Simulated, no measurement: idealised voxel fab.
This section sets out a process module, namely voxel local oxidation.
This is section cut - it's 240 nm across, gridded in 5 nm square cells.
Throughout this document, each cross-section is represented as a grid of square cells and is presented as a sequence of bands enumerated from the top downward, where a band comprises one or more rows of cells. Heads up on the band format: heights come first, top then bottom, in nm. After that it's the materials left to right, each with its width in nm. A single material flagged "all across" fills the whole band edge to edge, and "air" means there's empty space there. A quick word on heights: they are counted from 0, and under that level the wafer as it came to us is one material throughout. The lowest band is different from the rest in having no bottom; it simply continues downward, written as in "top 0, no bottom". So if you see something like "30 to 40" for the width, read it as the top row of the band sitting at the first number and the bottom row at the second, with every row in between moving by the same amount as the last. "remained the same" after a step means that no cell of the cross-section changed. Heads up: "Unvented voids" only lists the empty pockets with no open path to the top that are 8 cells or more, and it writes them as width x height at distance, distance from the left edge, in nm. If you see something after the settings on a step's line, that's the simulator's own remark about that step. A step's line can hold "overlay nm"; with a mask on that step, the setting says how far right of the planned place the mask lay, while a negative setting says it lay to the left.
[Process steps - plan]
- 1: RECEIVE,material Si
- 2: OXIDIZE,depth nm 5
- 3: CONFORMAL_DEP,material SiN,thk nm 10
- 4: DIRECTIONAL_DEP,material aC,thk nm 15
- 5: PATTERN,tone cover,mask id ACTIVE,material resist,width nm 100,thk nm 35,overlay nm 0
- 6: DIRECTIONAL_ETCH,etch materials aC,depth nm 15
- 7: STRIP,etch materials resist
- 8: DIRECTIONAL_ETCH,etch materials SiN,depth nm 10
- 9: STRIP,etch materials aC
- 10: SELECTIVE_ETCH,etch materials SiO2,depth nm 5
- 11: OXIDIZE,depth nm 15
- 12: STRIP,etch materials SiN
[Cross-section of the wafer at receipt, which is the condition after step 1]
	top 0, no bottom = Si all across
	Unvented voids: none
[Here's the wafer cut in cross-section after the module, started and planned just like above, except one thing was done wrong in the run]
	top 0, bottom -5 = 65 SiO2, 110 air, 65 SiO2
	top -5, bottom -20 = 50 Si, 140 SiO2, 50 Si
	top -20, no bottom = Si all across
	Unvented voids: none
What went wrong in running the wafer? step 5 ran as: PATTERN,tone open,mask id ACTIVE,material resist,width nm 100,thk nm 35,overlay nm 0
